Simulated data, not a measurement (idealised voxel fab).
Process module, titled voxel self aligned contacts
This is section cut - it's 165 nm across, gridded in 5 nm square cells.
Each cross-section below is a grid of square cells, stated as bands in top-down order, with one or more rows of cells making up each band.
Band entry format. Leading values: height of top, height of bottom, nm. Remainder: materials in left-to-right order, each with its width in nm. Special words: "everywhere" on a single material, which then fills the band edge to edge; "blank", empty space.
Height datum 0, below which the as-received substrate wafer is one material. Lowest band open at the bottom, running downward: "0 -> down".
Think of "30 to 40" as a width that walks from the first number to the second as you go down the band, top row to bottom row, taking equal-sized steps from row to row.
Step note "nothing altered" = no cross-section cell changed.
You'll see "Cavities, closed" listing empty spaces that have no way open to the top, as long as they're 8 cells or more; the notation is width x height at distance, where the distance is from the left edge, and all of it is in nm.
Note: text after step settings on the step line = simulator remark on that step.
overlay nm: for a step with a mask, the amount by which the mask lay right of where it was planned; a negative amount means left of it.

### This section lists the process steps that were planned
| 1 | RECEIVE [material Si] |
| 2 | OXIDIZE [depth nm 5] |
| 3 | DIRECTIONAL_DEP [material polySi] [thk nm 30] |
| 4 | DIRECTIONAL_DEP [material SiN] [thk nm 20] |
| 5 | DIRECTIONAL_DEP [material aC] [thk nm 15] |
| 6 | PATTERN [tone cover] [mask id GATE] [material resist] [width nm 35] [pitch nm 70] [thk nm 30] [overlay nm 0] |
| 7 | DIRECTIONAL_ETCH [etch materials aC] [depth nm 15] |
| 8 | STRIP [etch materials resist] |
| 9 | DIRECTIONAL_ETCH [etch materials SiN] [depth nm 20] |
| 10 | DIRECTIONAL_ETCH [etch materials polySi] [depth nm 30] |
| 11 | STRIP [etch materials aC] |
| 12 | CONFORMAL_DEP [material SiN] [thk nm 10] |
| 13 | DIRECTIONAL_ETCH [etch materials SiN] [depth nm 10] |
| 14 | FILL_DEP [material SiO2] [thk nm 15] |
| 15 | CMP [height nm 60] |
| 16 | DIRECTIONAL_DEP [material aC] [thk nm 15] |
| 17 | PATTERN [tone open] [mask id CONTACT] [material resist] [width nm 45] [thk nm 30] [overlay nm 0] |
| 18 | DIRECTIONAL_ETCH [etch materials aC] [depth nm 15] |
| 19 | STRIP [etch materials resist] |
| 20 | DIRECTIONAL_ETCH [etch materials SiO2] [depth nm 65] |
| 21 | STRIP [etch materials aC] |
| 22 | CONFORMAL_DEP [material TiN] [thk nm 5] |
| 23 | FILL_DEP [material Ru] [thk nm 10] |
| 24 | CMP [height nm 60] |
| 25 | CONFORMAL_DEP [material SiCN] [thk nm 5] |

### Wafer at receipt (post step 1), cross-section
* 0 -> down: Si everywhere
* Cavities, closed: none

### Wafer cross-section at end of module: start and plan as shown above, one execution error
* 65 -> 60: SiCN everywhere
* 60 -> 50: SiO2: 50; TiN: 5 to 30; Ru: 35 to 5; TiN: 5 to 10; SiO2: 70
* 50 -> 30: SiO2: 20; SiN: 55; TiN: 5; Ru: 5; TiN: 5; SiN: 55; SiO2: 20
* 30 -> 0: SiO2: 20; SiN: 10; polySi: 35; SiN: 10; TiN: 5; Ru: 5; TiN: 5; SiN: 10; polySi: 35; SiN: 10; SiO2: 20
* 0 -> -5: SiO2: 75; TiN: 15; SiO2: 75
* -5 -> down: Si everywhere
* Cavities, closed: none
what went wrong: rather than as planned, step 17 actually ran as PATTERN [tone open] [mask id CONTACT] [material resist] [width nm 45] [thk nm 30] [overlay nm -10]
